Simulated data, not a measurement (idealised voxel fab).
Process module under the name voxel double patterning
Section shown: cut. Width: 260 nm. Cell size: 5 nm, square.
If you're reading a cross-section in this doc, picture square cells in a grid; it comes to you as bands, top ones listed first down to the bottom, and a band can be one or more rows of cells.
It is stipulated that each band's entry specify, in nanometres, the height of the top of the band and then that of its bottom, followed by the materials of the band in left-to-right sequence, each together with its width in nanometres. A single material marked by the word "all across" is understood to fill the band from edge to edge; the word "blank" is understood to denote empty space.
Heights are reckoned from 0. Under this level, the received wafer is all of one material. The bottommost band is open-ended downward, for example "top 0, no bottom".
Read "30->40" as a graded width: first number on top, second number at the bottom, same change between each pair of neighbouring rows.
For the purposes of this document, the phrase "no alterations made" attached to a step denotes that no cell within the cross-section was modified by that step.
The entry "Enclosed void listing" lists the empty spaces that cover at least 8 cells and have no open path to the top. Each is written as width x height at distance, where the distance is measured from the left edge and all three values are in nm.
Whatever follows a step's settings on its line is a remark the simulator itself makes about that step.
overlay nm: mask right of planned place by this much (step with mask). Neg. = left.
THESE ARE THE STEPS WE PLANNED FOR THE PROCESS
step 1: RECEIVE: material Si
step 2: CONFORMAL_DEP: material SiO2, thk nm 5
step 3: DIRECTIONAL_DEP: material polySi, thk nm 20
step 4: DIRECTIONAL_DEP: material SiN, thk nm 5
step 5: PATTERN: tone open, mask id FIRST, material resist, width nm 15, pitch nm 50, thk nm 20, overlay nm 0
step 6: DIRECTIONAL_ETCH: etch materials SiN, depth nm 5
step 7: STRIP: etch materials resist
step 8: MASKED_ETCH: tone open, mask id SECOND, width nm 15, pitch nm 50, etch materials SiN, depth nm 5, overlay nm 0
step 9: DIRECTIONAL_ETCH: etch materials polySi, depth nm 20
step 10: STRIP: etch materials SiN
CROSS-SECTION OF THE WAFER AS IT CAME TO US, I.E., ALREADY THROUGH STEP 1
* top 0, no bottom | Si all across
* Enclosed void listing: none
THE FIRST OF TWO WAFERS, CROSS-SECTIONED AT THE END OF THE MODULE, WITH THE RUN PROCEEDING AS PLANNED
* top 25, bottom 5 | polySi 70 nm; blank 15 nm; polySi 10 nm; blank 15 nm; polySi 10 nm; blank 15 nm; polySi 10 nm; blank 15 nm; polySi 10 nm; blank 15 nm; polySi 75 nm
* top 5, bottom 0 | SiO2 all across
* top 0, no bottom | Si all across
* Enclosed void listing: none
NOW THE SECOND WAFER, CROSS-SECTIONED AT THE END OF THE MODULE. NOTHING DIFFERENT AT THE START, NOTHING DIFFERENT IN THE PLAN COMPARED WITH THE FIRST, JUST ONE MISTAKE WHEN IT WAS ACTUALLY RUN
* top 25, bottom 20 | SiO2 all across
* top 20, bottom 0 | polySi all across
* top 0, no bottom | Si all across
* Enclosed void listing: none
What was the processing mistake? transposition of steps 2 and 3 relative to the planned sequence
At the finish, the second wafer shows more or fewer cells for some materials than the first does: polySi +60
